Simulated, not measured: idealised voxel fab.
process module | voxel transistor to metal
cross-section cut | 210 nm wide | cells 5 nm
A cross-section is a grid of square cells, given in bands from the top down. A band is one or more rows of cells.
Each band's line starts with the height of the band's top and of its bottom, in nm. Then come its materials from left to right, each with its width in nm. One material with "throughout" fills the band from edge to edge. "air" is empty space.
Height 0 is the level under which the wafer as received is all one material. The lowest band goes on downwards, as in "0 down".
A width such as "30 to 40" changes by the same amount from each row of cells to the next, from the band's top row to its bottom row.
"no change" after a step means that no cell of the cross-section changed.
closed voids: empty space of 8 cells or more with no open way to the top, each as width x height at its distance from the left edge, in nm
after a step's settings: what the simulator itself notes on the step
overlay nm, on a step with a mask: how far to the right of its planned place the mask lay; to the left if negative
plan
1 op RECEIVE | material Si
2 op OXIDIZE | depth nm 5
3 op CONFORMAL_DEP | material SiN | thk nm 10
4 op PATTERN | tone cover | mask id ACTIVE | material resist | width nm 95 | thk nm 15 | overlay nm 0
5 op DIRECTIONAL_ETCH | etch materials SiN | depth nm 10
6 op DIRECTIONAL_ETCH | etch materials SiO2 | depth nm 5
7 op DIRECTIONAL_ETCH | etch materials Si | depth nm 35
8 op STRIP | etch materials resist
9 op OXIDIZE | depth nm 5
10 op FILL_DEP | material SiO2 | thk nm 5
11 op CMP | height nm 10
12 op SELECTIVE_ETCH | etch materials SiO2 | depth nm 10
13 op STRIP | etch materials SiN
14 op SELECTIVE_ETCH | etch materials SiO2 | depth nm 5
15 op OXIDIZE | depth nm 5
16 op DIRECTIONAL_DEP | material polySi | thk nm 25
17 op DIRECTIONAL_DEP | material SiCN | thk nm 10
18 op MASKED_ETCH | tone cover | mask id GATE | width nm 15 | etch materials SiCN | depth nm 20 | overlay nm 0
19 op MASKED_ETCH | tone cover | mask id GATE | width nm 15 | etch materials polySi | depth nm 35 | overlay nm 0
20 op CONFORMAL_DEP | material SiN | thk nm 10
21 op DIRECTIONAL_ETCH | etch materials SiN | depth nm 10
22 op DIRECTIONAL_ETCH | etch materials SiO2 | depth nm 5
23 op DIRECTIONAL_ETCH | etch materials Si | depth nm 10
24 op EPI | material nSi | thk nm 15
25 op FILL_DEP | material SiO2 | thk nm 5
26 op CMP | height nm 30
27 op DIRECTIONAL_DEP | material SiO2 | thk nm 15
28 op MASKED_ETCH | tone open | mask id CONTACT | width nm 15 | pitch nm 60 | etch materials SiO2 | depth nm 50 | overlay nm 0
29 op CONFORMAL_DEP | material TiN | thk nm 5
30 op FILL_DEP | material W | thk nm 10
31 op CMP | height nm 45
32 op DIRECTIONAL_DEP | material TiN | thk nm 5
33 op DIRECTIONAL_DEP | material W | thk nm 25
34 op PATTERN | tone cover | mask id METAL_1 | material resist | width nm 15 | pitch nm 60 | thk nm 15 | overlay nm 0
35 op DIRECTIONAL_ETCH | etch materials W | depth nm 25
36 op DIRECTIONAL_ETCH | etch materials TiN | depth nm 5
37 op STRIP | etch materials resist
38 op FILL_DEP | material lowk | thk nm 10
39 op CMP | height nm 75
40 op CONFORMAL_DEP | material SiN | thk nm 5
as received, after step 1
  0 down: Si throughout
  closed voids: none
a wafer at the end: this start, this plan, one mistake
  80 to 75: SiN throughout
  75 to 50: lowk 65 | W 15 | lowk 45 | W 15 | lowk 70
  50 to 45: lowk 65 | TiN 15 | lowk 45 | TiN 15 | lowk 70
  45 to 35: SiO2 65 | TiN 5 | W 5 | TiN 5 | SiO2 45 | TiN 5 | W 5 | TiN 5 | SiO2 70
  35 to 30: SiO2 65 | TiN 15 | SiO2 45 | TiN 15 | SiO2 70
  30 to 20: SiCN 95 | SiN 15 | SiCN 100
  20 to -5: polySi throughout
  -5 to -10: SiO2 throughout
  -10 to -45: SiO2 60 | Si 85 | SiO2 65
  -45 down: Si throughout
  closed voids: none
what went wrong: step 18 ran as: op MASKED_ETCH | tone open | mask id GATE | width nm 15 | etch materials SiCN | depth nm 20 | overlay nm 0
